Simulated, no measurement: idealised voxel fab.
The following is a process module called voxel wiring stack.
cross-section cut | 205 nm wide | cells 5 nm
Just so we're on the same page, the cross-sections are grids of square cells, and they're listed out in bands top to bottom, each band one or more rows deep.
Read a band's entry like this: the first values are the height of its top and the height of its bottom in nm, and what follows is the sequence of materials from left to right, each with its width in nm. Note that "empty" is empty space, and that a single material marked "edge to edge" reaches across the band from edge to edge.
Measure heights from 0. That's the level where, below it, the as-received wafer is all one material. The lowest band is bottomless and extends downward; write it as in "0 down".
The width entry "30 to 40" should be interpreted row by row: the top row of cells in the band takes the first number, the bottom row takes the second number, and the change between adjacent rows is uniform throughout.
Key: "no alteration" - step with no changed cell in the cross-section.
Empty spaces without an open route to the top, at least 8 cells in extent, make up the entry "Enclosed cavities"; each is given as width x height at distance, where the distance is measured from the left edge, and all are in nm.
Anything after a step's settings on that line? It's the simulator's own note about the step.
overlay nm: step with mask; distance mask lay right of planned place; negative value = left of planned place.
The planned process steps are enumerated hereunder
1: RECEIVE [material Si]
2: CONFORMAL_DEP [material SiO2] [thk nm 15]
3: DIRECTIONAL_DEP [material TiN] [thk nm 5]
4: DIRECTIONAL_DEP [material W] [thk nm 15]
5: MASKED_ETCH [tone cover] [mask id METAL_1] [width nm 30] [pitch nm 60] [etch materials W] [depth nm 15] [overlay nm 0]
6: MASKED_ETCH [tone cover] [mask id METAL_1] [width nm 30] [pitch nm 60] [etch materials TiN] [depth nm 5] [overlay nm 0]
7: CONFORMAL_DEP [material SiN] [thk nm 5]
8: FILL_DEP [material lowk] [thk nm 10]
9: CMP [height nm 35]
10: CONFORMAL_DEP [material SiCN] [thk nm 5]
11: DIRECTIONAL_DEP [material SiO2] [thk nm 20]
12: DIRECTIONAL_DEP [material aC] [thk nm 10]
13: PATTERN [tone open] [mask id PLUG_1] [material resist] [width nm 15] [pitch nm 60] [thk nm 25] [overlay nm 0]
14: DIRECTIONAL_ETCH [etch materials aC] [depth nm 10]
15: STRIP [etch materials resist]
16: DIRECTIONAL_ETCH [etch materials SiO2] [depth nm 20]
17: DIRECTIONAL_ETCH [etch materials SiCN] [depth nm 5]
18: STRIP [etch materials aC]
19: EPI [material Ru] [thk nm 10]
20: EPI [material Ru] [thk nm 10]
21: EPI [material Ru] [thk nm 5]
22: DIRECTIONAL_DEP [material TiN] [thk nm 5]
23: DIRECTIONAL_DEP [material Ru] [thk nm 15]
24: PATTERN [tone cover] [mask id METAL_2] [material resist] [width nm 30] [pitch nm 60] [thk nm 20] [overlay nm 0]
25: DIRECTIONAL_ETCH [etch materials Ru] [depth nm 15]
26: DIRECTIONAL_ETCH [etch materials TiN] [depth nm 5]
27: STRIP [etch materials resist]
28: CONFORMAL_DEP [material SiCN] [thk nm 5]
29: FILL_DEP [material lowk] [thk nm 5]
30: CMP [height nm 80]
31: CONFORMAL_DEP [material SiCN] [thk nm 5]
First wafer of two (run as planned)
Delivered wafer in cross-section: state after step 1
	0 down: Si edge to edge
	Enclosed cavities: none
Presented here is a cross-section of the wafer after step 2 has been performed
	15 to 0: SiO2 edge to edge
	Under the height 0 nothing was changed.
Presented here is a cross-section of the wafer after step 3 has been performed
	20 to 15: TiN edge to edge
	Under the height 15 nothing was changed.
Presented here is a cross-section of the wafer after step 4 has been performed
	35 to 20: W edge to edge
	Under the height 20 nothing was changed.
Presented here is a cross-section of the wafer after step 5 has been performed
	35 to 20: empty: 25  W: 30  empty: 30  W: 30  empty: 30  W: 30  empty: 30
	Under the height 20 nothing was changed.
Presented here is a cross-section of the wafer after step 6 has been performed
	35 to 20: empty: 25  W: 30  empty: 30  W: 30  empty: 30  W: 30  empty: 30
	20 to 15: empty: 25  TiN: 30  empty: 30  TiN: 30  empty: 30  TiN: 30  empty: 30
	Under the height 15 nothing was changed.
Presented here is a cross-section of the wafer after step 7 has been performed
	40 to 35: empty: 20  SiN: 40  empty: 20  SiN: 40  empty: 20  SiN: 40  empty: 25
	35 to 20: empty: 20  SiN: 5  W: 30  SiN: 5  empty: 20  SiN: 5  W: 30  SiN: 5  empty: 20  SiN: 5  W: 30  SiN: 5  empty: 25
	20 to 15: SiN: 25  TiN: 30  SiN: 30  TiN: 30  SiN: 30  TiN: 30  SiN: 30
	Under the height 15 nothing was changed.
Presented here is a cross-section of the wafer after step 8 has been performed
	50 to 40: lowk edge to edge
	40 to 35: lowk: 20  SiN: 40  lowk: 20  SiN: 40  lowk: 20  SiN: 40  lowk: 25
	35 to 20: lowk: 20  SiN: 5  W: 30  SiN: 5  lowk: 20  SiN: 5  W: 30  SiN: 5  lowk: 20  SiN: 5  W: 30  SiN: 5  lowk: 25
	Under the height 20 nothing was changed.
Presented here is a cross-section of the wafer after step 9 has been performed
	35 to 20: lowk: 20  SiN: 5  W: 30  SiN: 5  lowk: 20  SiN: 5  W: 30  SiN: 5  lowk: 20  SiN: 5  W: 30  SiN: 5  lowk: 25
	Under the height 20 nothing was changed.
Presented here is a cross-section of the wafer after step 10 has been performed
	40 to 35: SiCN edge to edge
	Under the height 35 nothing was changed.
Presented here is a cross-section of the wafer after step 11 has been performed
	60 to 40: SiO2 edge to edge
	Under the height 40 nothing was changed.
Presented here is a cross-section of the wafer after step 12 has been performed
	70 to 60: aC edge to edge
	Under the height 60 nothing was changed.
Presented here is a cross-section of the wafer after step 13 has been performed
	95 to 70: resist: 25  empty: 15  resist: 45  empty: 15  resist: 45  empty: 15  resist: 45
	Under the height 70 nothing was changed.
Presented here is a cross-section of the wafer after step 14 has been performed
	85 to 70: resist: 25  empty: 15  resist: 45  empty: 15  resist: 45  empty: 15  resist: 45
	70 to 60: aC: 25  empty: 15  aC: 45  empty: 15  aC: 45  empty: 15  aC: 45
	Under the height 60 nothing was changed.
Presented here is a cross-section of the wafer after step 15 has been performed
	70 to 60: aC: 25  empty: 15  aC: 45  empty: 15  aC: 45  empty: 15  aC: 45
	Under the height 60 nothing was changed.
Presented here is a cross-section of the wafer after step 16 has been performed
	70 to 60: aC: 25  empty: 15  aC: 45  empty: 15  aC: 45  empty: 15  aC: 45
	60 to 40: SiO2: 25  empty: 15  SiO2: 45  empty: 15  SiO2: 45  empty: 15  SiO2: 45
	Under the height 40 nothing was changed.
Presented here is a cross-section of the wafer after step 17 has been performed
	70 to 60: aC: 25  empty: 15  aC: 45  empty: 15  aC: 45  empty: 15  aC: 45
	60 to 40: SiO2: 25  empty: 15  SiO2: 45  empty: 15  SiO2: 45  empty: 15  SiO2: 45
	40 to 35: SiCN: 25  empty: 15  SiCN: 45  empty: 15  SiCN: 45  empty: 15  SiCN: 45
	Under the height 35 nothing was changed.
Presented here is a cross-section of the wafer after step 18 has been performed
	60 to 40: SiO2: 25  empty: 15  SiO2: 45  empty: 15  SiO2: 45  empty: 15  SiO2: 45
	Under the height 40 nothing was changed.
Presented here is a cross-section of the wafer after step 19 has been performed
	60 to 45: SiO2: 25  empty: 15  SiO2: 45  empty: 15  SiO2: 45  empty: 15  SiO2: 45
	45 to 40: SiO2: 25  Ru: 15  SiO2: 45  Ru: 15  SiO2: 45  Ru: 15  SiO2: 45
	40 to 35: SiCN: 25  Ru: 15  SiCN: 45  Ru: 15  SiCN: 45  Ru: 15  SiCN: 45
	Under the height 35 nothing was changed.
Presented here is a cross-section of the wafer after step 20 has been performed
	60 to 55: SiO2: 25  empty: 15  SiO2: 45  empty: 15  SiO2: 45  empty: 15  SiO2: 45
	55 to 40: SiO2: 25  Ru: 15  SiO2: 45  Ru: 15  SiO2: 45  Ru: 15  SiO2: 45
	Under the height 40 nothing was changed.
Presented here is a cross-section of the wafer after step 21 has been performed
	60 to 40: SiO2: 25  Ru: 15  SiO2: 45  Ru: 15  SiO2: 45  Ru: 15  SiO2: 45
	Under the height 40 nothing was changed.
Presented here is a cross-section of the wafer after step 22 has been performed
	65 to 60: TiN edge to edge
	Under the height 60 nothing was changed.
Presented here is a cross-section of the wafer after step 23 has been performed
	80 to 65: Ru edge to edge
	Under the height 65 nothing was changed.
Presented here is a cross-section of the wafer after step 24 has been performed
	100 to 80: empty: 25  resist: 30  empty: 30  resist: 30  empty: 30  resist: 30  empty: 30
	Under the height 80 nothing was changed.
Presented here is a cross-section of the wafer after step 25 has been performed
	100 to 80: empty: 25  resist: 30  empty: 30  resist: 30  empty: 30  resist: 30  empty: 30
	80 to 65: empty: 25  Ru: 30  empty: 30  Ru: 30  empty: 30  Ru: 30  empty: 30
	Under the height 65 nothing was changed.
Presented here is a cross-section of the wafer after step 26 has been performed
	100 to 80: empty: 25  resist: 30  empty: 30  resist: 30  empty: 30  resist: 30  empty: 30
	80 to 65: empty: 25  Ru: 30  empty: 30  Ru: 30  empty: 30  Ru: 30  empty: 30
	65 to 60: empty: 25  TiN: 30  empty: 30  TiN: 30  empty: 30  TiN: 30  empty: 30
	Under the height 60 nothing was changed.
Presented here is a cross-section of the wafer after step 27 has been performed
	80 to 65: empty: 25  Ru: 30  empty: 30  Ru: 30  empty: 30  Ru: 30  empty: 30
	Under the height 65 nothing was changed.
Presented here is a cross-section of the wafer after step 28 has been performed
	85 to 80: empty: 20  SiCN: 40  empty: 20  SiCN: 40  empty: 20  SiCN: 40  empty: 25
	80 to 65: empty: 20  SiCN: 5  Ru: 30  SiCN: 5  empty: 20  SiCN: 5  Ru: 30  SiCN: 5  empty: 20  SiCN: 5  Ru: 30  SiCN: 5  empty: 25
	65 to 60: SiCN: 25  TiN: 30  SiCN: 30  TiN: 30  SiCN: 30  TiN: 30  SiCN: 30
	Under the height 60 nothing was changed.
Presented here is a cross-section of the wafer after step 29 has been performed
	90 to 85: lowk edge to edge
	85 to 80: lowk: 20  SiCN: 40  lowk: 20  SiCN: 40  lowk: 20  SiCN: 40  lowk: 25
	80 to 65: lowk: 20  SiCN: 5  Ru: 30  SiCN: 5  lowk: 20  SiCN: 5  Ru: 30  SiCN: 5  lowk: 20  SiCN: 5  Ru: 30  SiCN: 5  lowk: 25
	Under the height 65 nothing was changed.
Presented here is a cross-section of the wafer after step 30 has been performed
	80 to 65: lowk: 20  SiCN: 5  Ru: 30  SiCN: 5  lowk: 20  SiCN: 5  Ru: 30  SiCN: 5  lowk: 20  SiCN: 5  Ru: 30  SiCN: 5  lowk: 25
	Under the height 65 nothing was changed.
Presented here is a cross-section of the wafer after step 31 has been performed
	85 to 80: SiCN edge to edge
	Under the height 80 nothing was changed.
Second wafer. Start and plan as for the first. One mistake made in running. Agrees with the first up to and including step 10
When step 11 should have ended
	50 to 40: SiO2 edge to edge
	Under the height 40 nothing was changed.
When step 12 should have ended
	60 to 50: aC edge to edge
	Under the height 50 nothing was changed.
When step 13 should have ended
	85 to 60: resist: 25  empty: 15  resist: 45  empty: 15  resist: 45  empty: 15  resist: 45
	Under the height 60 nothing was changed.
When step 14 should have ended
	75 to 60: resist: 25  empty: 15  resist: 45  empty: 15  resist: 45  empty: 15  resist: 45
	60 to 50: aC: 25  empty: 15  aC: 45  empty: 15  aC: 45  empty: 15  aC: 45
	Under the height 50 nothing was changed.
When step 15 should have ended
	60 to 50: aC: 25  empty: 15  aC: 45  empty: 15  aC: 45  empty: 15  aC: 45
	Under the height 50 nothing was changed.
When step 16 should have ended
	60 to 50: aC: 25  empty: 15  aC: 45  empty: 15  aC: 45  empty: 15  aC: 45
	50 to 40: SiO2: 25  empty: 15  SiO2: 45  empty: 15  SiO2: 45  empty: 15  SiO2: 45
	Under the height 40 nothing was changed.
When step 17 should have ended
	60 to 50: aC: 25  empty: 15  aC: 45  empty: 15  aC: 45  empty: 15  aC: 45
	50 to 40: SiO2: 25  empty: 15  SiO2: 45  empty: 15  SiO2: 45  empty: 15  SiO2: 45
	40 to 35: SiCN: 25  empty: 15  SiCN: 45  empty: 15  SiCN: 45  empty: 15  SiCN: 45
	Under the height 35 nothing was changed.
When step 18 should have ended
	50 to 40: SiO2: 25  empty: 15  SiO2: 45  empty: 15  SiO2: 45  empty: 15  SiO2: 45
	Under the height 40 nothing was changed.
When step 19 should have ended
	50 to 45: SiO2: 25  empty: 15  SiO2: 45  empty: 15  SiO2: 45  empty: 15  SiO2: 45
	45 to 40: SiO2: 25  Ru: 15  SiO2: 45  Ru: 15  SiO2: 45  Ru: 15  SiO2: 45
	40 to 35: SiCN: 25  Ru: 15  SiCN: 45  Ru: 15  SiCN: 45  Ru: 15  SiCN: 45
	Under the height 35 nothing was changed.
When step 20 should have ended
	55 to 50: empty: 20  Ru: 25  empty: 35  Ru: 25  empty: 35  Ru: 25  empty: 40
	50 to 40: SiO2: 25  Ru: 15  SiO2: 45  Ru: 15  SiO2: 45  Ru: 15  SiO2: 45
	Under the height 40 nothing was changed.
When step 21 should have ended
	60 to 50: empty: 15  Ru: 35  empty: 25  Ru: 35  empty: 25  Ru: 35  empty: 35
	Under the height 50 nothing was changed.
When step 22 should have ended
	65 to 60: empty: 15  TiN: 35  empty: 25  TiN: 35  empty: 25  TiN: 35  empty: 35
	60 to 55: empty: 15  Ru: 35  empty: 25  Ru: 35  empty: 25  Ru: 35  empty: 35
	55 to 50: TiN: 15  Ru: 35  TiN: 25  Ru: 35  TiN: 25  Ru: 35  TiN: 35
	Under the height 50 nothing was changed.
When step 23 should have ended
	80 to 70: empty: 15  Ru: 35  empty: 25  Ru: 35  empty: 25  Ru: 35  empty: 35
	70 to 65: Ru edge to edge
	65 to 60: Ru: 15  TiN: 35  Ru: 25  TiN: 35  Ru: 25  TiN: 35  Ru: 35
	60 to 55: Ru edge to edge
	Under the height 55 nothing was changed.
When step 24 should have ended
	100 to 80: empty: 25  resist: 30  empty: 30  resist: 30  empty: 30  resist: 30  empty: 30
	80 to 70: empty: 15  Ru: 35  resist: 5  empty: 20  Ru: 35  resist: 5  empty: 20  Ru: 35  resist: 5  empty: 30
	Under the height 70 nothing was changed.
When step 25 should have ended
	100 to 80: empty: 25  resist: 30  empty: 30  resist: 30  empty: 30  resist: 30  empty: 30
	80 to 70: empty: 25  Ru: 25  resist: 5  empty: 30  Ru: 25  resist: 5  empty: 30  Ru: 25  resist: 5  empty: 30
	70 to 65: empty: 25  Ru: 30  empty: 30  Ru: 30  empty: 30  Ru: 30  empty: 30
	65 to 60: empty: 15  TiN: 35  Ru: 5  empty: 20  TiN: 35  Ru: 5  empty: 20  TiN: 35  Ru: 5  empty: 30
	60 to 55: empty: 15  Ru: 40  empty: 20  Ru: 40  empty: 20  Ru: 40  empty: 30
	Under the height 55 nothing was changed.
When step 26 should have ended
	100 to 80: empty: 25  resist: 30  empty: 30  resist: 30  empty: 30  resist: 30  empty: 30
	80 to 70: empty: 25  Ru: 25  resist: 5  empty: 30  Ru: 25  resist: 5  empty: 30  Ru: 25  resist: 5  empty: 30
	70 to 65: empty: 25  Ru: 30  empty: 30  Ru: 30  empty: 30  Ru: 30  empty: 30
	65 to 60: empty: 25  TiN: 25  Ru: 5  empty: 30  TiN: 25  Ru: 5  empty: 30  TiN: 25  Ru: 5  empty: 30
	60 to 55: empty: 15  Ru: 40  empty: 20  Ru: 40  empty: 20  Ru: 40  empty: 30
	55 to 50: empty: 15  Ru: 35  TiN: 5  empty: 20  Ru: 35  TiN: 5  empty: 20  Ru: 35  TiN: 5  empty: 30
	Under the height 50 nothing was changed.
When step 27 should have ended
	80 to 70: empty: 25  Ru: 25  empty: 35  Ru: 25  empty: 35  Ru: 25  empty: 35
	Under the height 70 nothing was changed.
When step 28 should have ended
	85 to 80: empty: 20  SiCN: 35  empty: 25  SiCN: 35  empty: 25  SiCN: 35  empty: 30
	80 to 70: empty: 20  SiCN: 5  Ru: 25  SiCN: 5 to 10  empty: 25 to 20  SiCN: 5  Ru: 25  SiCN: 5 to 10  empty: 25 to 20  SiCN: 5  Ru: 25  SiCN: 5 to 10  empty: 30 to 25
	70 to 65: empty: 20  SiCN: 5  Ru: 30  SiCN: 5  empty: 20  SiCN: 5  Ru: 30  SiCN: 5  empty: 20  SiCN: 5  Ru: 30  SiCN: 5  empty: 25
	65 to 60: empty: 10  SiCN: 15  TiN: 25  Ru: 5  SiCN: 5  empty: 10  SiCN: 15  TiN: 25  Ru: 5  SiCN: 5  empty: 10  SiCN: 15  TiN: 25  Ru: 5  SiCN: 5  empty: 25
	60 to 55: empty: 10  SiCN: 5  Ru: 40  SiCN: 5  empty: 10  SiCN: 5  Ru: 40  SiCN: 5  empty: 10  SiCN: 5  Ru: 40  SiCN: 5  empty: 25
	55 to 50: SiCN: 15  Ru: 35  TiN: 5  SiCN: 20  Ru: 35  TiN: 5  SiCN: 20  Ru: 35  TiN: 5  SiCN: 30
	Under the height 50 nothing was changed.
When step 29 should have ended
	90 to 85: lowk edge to edge
	85 to 80: lowk: 20  SiCN: 35  lowk: 25  SiCN: 35  lowk: 25  SiCN: 35  lowk: 30
	80 to 70: lowk: 20  SiCN: 5  Ru: 25  SiCN: 5 to 10  lowk: 25 to 20  SiCN: 5  Ru: 25  SiCN: 5 to 10  lowk: 25 to 20  SiCN: 5  Ru: 25  SiCN: 5 to 10  lowk: 30 to 25
	70 to 65: lowk: 20  SiCN: 5  Ru: 30  SiCN: 5  lowk: 20  SiCN: 5  Ru: 30  SiCN: 5  lowk: 20  SiCN: 5  Ru: 30  SiCN: 5  lowk: 25
	65 to 60: lowk: 10  SiCN: 15  TiN: 25  Ru: 5  SiCN: 5  lowk: 10  SiCN: 15  TiN: 25  Ru: 5  SiCN: 5  lowk: 10  SiCN: 15  TiN: 25  Ru: 5  SiCN: 5  lowk: 25
	60 to 55: lowk: 10  SiCN: 5  Ru: 40  SiCN: 5  lowk: 10  SiCN: 5  Ru: 40  SiCN: 5  lowk: 10  SiCN: 5  Ru: 40  SiCN: 5  lowk: 25
	Under the height 55 nothing was changed.
When step 30 should have ended
	80 to 70: lowk: 20  SiCN: 5  Ru: 25  SiCN: 5 to 10  lowk: 25 to 20  SiCN: 5  Ru: 25  SiCN: 5 to 10  lowk: 25 to 20  SiCN: 5  Ru: 25  SiCN: 5 to 10  lowk: 30 to 25
	Under the height 70 nothing was changed.
When step 31 should have ended
	85 to 80: SiCN edge to edge
	Under the height 80 nothing was changed.
Against the plan, the run slipped here: step 11 off recipe, ran as DIRECTIONAL_DEP [material SiO2] [thk nm 10]
The second wafer ends with more or fewer cells of some materials than the first, per final count: Ru: 24 more | SiCN: 15 more | SiO2: 64 fewer | lowk: 25 more
